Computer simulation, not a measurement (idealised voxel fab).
The following is a process module called voxel gate over fins.
Square cell edge 5 nm, section width 250 nm, ID cut.
Just so we're on the same page, the cross-sections are grids of square cells, and they're listed out in bands top to bottom, each band one or more rows deep.
Top, bottom (nm), then materials left to right with widths (nm); lone material tagged "throughout" fills the whole band edge to edge; "empty" = empty space.
Convention: height 0 is the level below which the wafer, as received, is all one material. The lowest band does not terminate at the bottom but continues downward, represented as "from 0 down".
The width entry "30 to 40" should be interpreted row by row: the top row of cells in the band takes the first number, the bottom row takes the second number, and the change between adjacent rows is uniform throughout.
Where a step carries "all unchanged", the cross-section came out of it unchanged, cell for cell.
Enclosed voids (no open way to top), threshold 8 cells or more, entry "Fully enclosed voids", notation width x height at distance, distance from left edge, nm.
On a step's line, text after the settings is the simulator commenting on that step.
If you see "overlay nm" on a step's line and that step has a mask, it's telling you how far right of where it was planned the mask ended up; a negative number means it went left instead.

BELOW IS THE LIST OF PLANNED PROCESS STEPS
1) RECEIVE (material Si)
2) CONFORMAL_DEP (material SiN; thk nm 10)
3) PATTERN (tone cover; mask id FINS; material resist; width nm 15; pitch nm 35; thk nm 20; overlay nm 0)
4) DIRECTIONAL_ETCH (etch materials SiN; depth nm 10)
5) DIRECTIONAL_ETCH (etch materials Si; depth nm 35)
6) STRIP (etch materials resist)
7) FILL_DEP (material SiO2; thk nm 10)
8) CMP (height nm 10)
9) SELECTIVE_ETCH (etch materials SiO2; depth nm 25)
10) STRIP (etch materials SiN)
11) CONFORMAL_DEP (material HfO2; thk nm 5)
12) CONFORMAL_DEP (material TiN; thk nm 5)
13) CONFORMAL_DEP (material TiAl; thk nm 5)
14) CONFORMAL_DEP (material TiN; thk nm 5)
15) FILL_DEP (material W; thk nm 10)
16) CMP (height nm 25)
17) CONFORMAL_DEP (material SiN; thk nm 5)

THE CROSS-SECTION HERE SHOWS THE WAFER AS RECEIVED, I.E. IN ITS STATE AFTER STEP 1
from 0 down = Si throughout
Fully enclosed voids: none

FINAL CROSS-SECTION, MODULE RUN WITH ONE MISTAKE (START AND PLAN AS ABOVE)
from 30 to 25 = SiN throughout
from 25 to 20 = W throughout
from 20 to 15 = W: 80, then TiN: 90, then W: 80
from 15 to 10 = W: 80, then TiN: 5, then TiAl: 80, then TiN: 5, then W: 80
from 10 to 5 = W: 80, then TiN: 5, then TiAl: 5, then TiN: 70, then TiAl: 5, then TiN: 5, then W: 80
from 5 to 0 = TiN: 85, then TiAl: 5, then TiN: 5, then HfO2: 25, then TiN: 10, then HfO2: 25, then TiN: 5, then TiAl: 5, then TiN: 85
from 0 to -5 = TiAl: 90, then TiN: 5, then HfO2: 5, then Si: 15, then HfO2: 5, then TiN: 10, then HfO2: 5, then Si: 15, then HfO2: 5, then TiN: 5, then TiAl: 90
from -5 to -10 = TiN: 95, then HfO2: 5, then Si: 15, then HfO2: 5, then TiN: 10, then HfO2: 5, then Si: 15, then HfO2: 5, then TiN: 95
from -10 to -15 = HfO2: 100, then Si: 15, then HfO2: 20, then Si: 15, then HfO2: 100
from -15 to -70 = SiO2: 100, then Si: 15, then SiO2: 20, then Si: 15, then SiO2: 100
from -70 down = Si throughout
Fully enclosed voids: none
The mistake made against the process plan was this: yeah, plan step 5 got run twice
